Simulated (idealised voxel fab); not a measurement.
Process module, titled voxel self aligned vias
It is cross-section cut that appears here, measuring 180 nm in width, its square cells being 5 nm in size.
In this document a cross-section is written as a grid of square cells. It is given as a series of bands, listed from the top down, and a band is one or more rows of cells. Per band: top height and bottom height in nm, followed by the left-to-right materials and their widths in nm; "throughout" marks a single material spanning edge to edge, "blank" marks empty space. Height datum 0, below which the as-received substrate wafer is one material. Lowest band open at the bottom, running downward: "0 nm and below". The expression "30..40" gives the width at the extremes of the band, the first number at its top row of cells and the second at its bottom row, with the width changing by equal amounts from each row to the next in between. "nothing altered" -> step changed no cross-section cell. Reported under the label "Cavities, closed" are the empty spaces having no open way to the top and comprising 8 cells or more; the notation for each is width x height at distance, in which the distance is measured from the left edge and all three values are in nm. Formally, on a step line, whatever follows the settings is a remark that the simulator itself makes on the step. On any step carrying a mask, the "overlay nm" setting, if present on the step's line, tells how far right of its planned place the mask lay; negative values point to the left.
### Steps in the process plan
1,RECEIVE, material Si
2,CONFORMAL_DEP, material SiO2, thk nm 15
3,CONFORMAL_DEP, material SiCN, thk nm 5
4,DIRECTIONAL_DEP, material lowk, thk nm 25
5,DIRECTIONAL_DEP, material aC, thk nm 10
6,PATTERN, tone open, mask id LINES, material resist, width nm 15, pitch nm 55, thk nm 25, overlay nm 0
7,DIRECTIONAL_ETCH, etch materials aC, depth nm 10
8,STRIP, etch materials resist
9,DIRECTIONAL_ETCH, etch materials lowk, depth nm 25
10,STRIP, etch materials aC
11,CONFORMAL_DEP, material TiN, thk nm 5
12,FILL_DEP, material Ru, thk nm 5
13,CMP, height nm 45
14,SELECTIVE_ETCH, etch materials W Ru TiN, depth nm 5
15,FILL_DEP, material SiN, thk nm 10
16,CMP, height nm 45
17,DIRECTIONAL_DEP, material lowk, thk nm 15
18,PATTERN, tone open, mask id VIAS, material resist, width nm 40, pitch nm 55, thk nm 15, overlay nm 0
19,DIRECTIONAL_ETCH, etch materials lowk, depth nm 15
20,DIRECTIONAL_ETCH, etch materials SiN, depth nm 5
21,STRIP, etch materials resist
22,CONFORMAL_DEP, material TiN, thk nm 5
23,FILL_DEP, material W, thk nm 10
24,CMP, height nm 60
25,CONFORMAL_DEP, material SiN, thk nm 5
Across this set of wafers, the varied parameter is the width nm of step 6. Starting conditions are identical for every wafer, and the plan reports the value assigned to the first wafer.
### Cross-section of the first incoming wafer of several, state after step 1
- 0 nm and below | Si throughout
- Cavities, closed: none
### Gained (+) or lost (-) cells of each material since receipt, then closed voids: one row per wafer, at the end of the module
width nm 15, +9 Ru, +36 SiCN, +36 SiN, +108 SiO2, +69 TiN, +39 W, +171 lowk, Cavities, closed: none
width nm 20, +18 Ru, +36 SiCN, +36 SiN, +108 SiO2, +72 TiN, +42 W, +156 lowk, Cavities, closed: none
width nm 25, +27 Ru, +36 SiCN, +36 SiN, +108 SiO2, +75 TiN, +45 W, +141 lowk, Cavities, closed: none
width nm 30, +36 Ru, +36 SiCN, +36 SiN, +108 SiO2, +78 TiN, +48 W, +126 lowk, Cavities, closed: none
width nm 35, +45 Ru, +36 SiCN, +36 SiN, +108 SiO2, +81 TiN, +51 W, +111 lowk, Cavities, closed: none
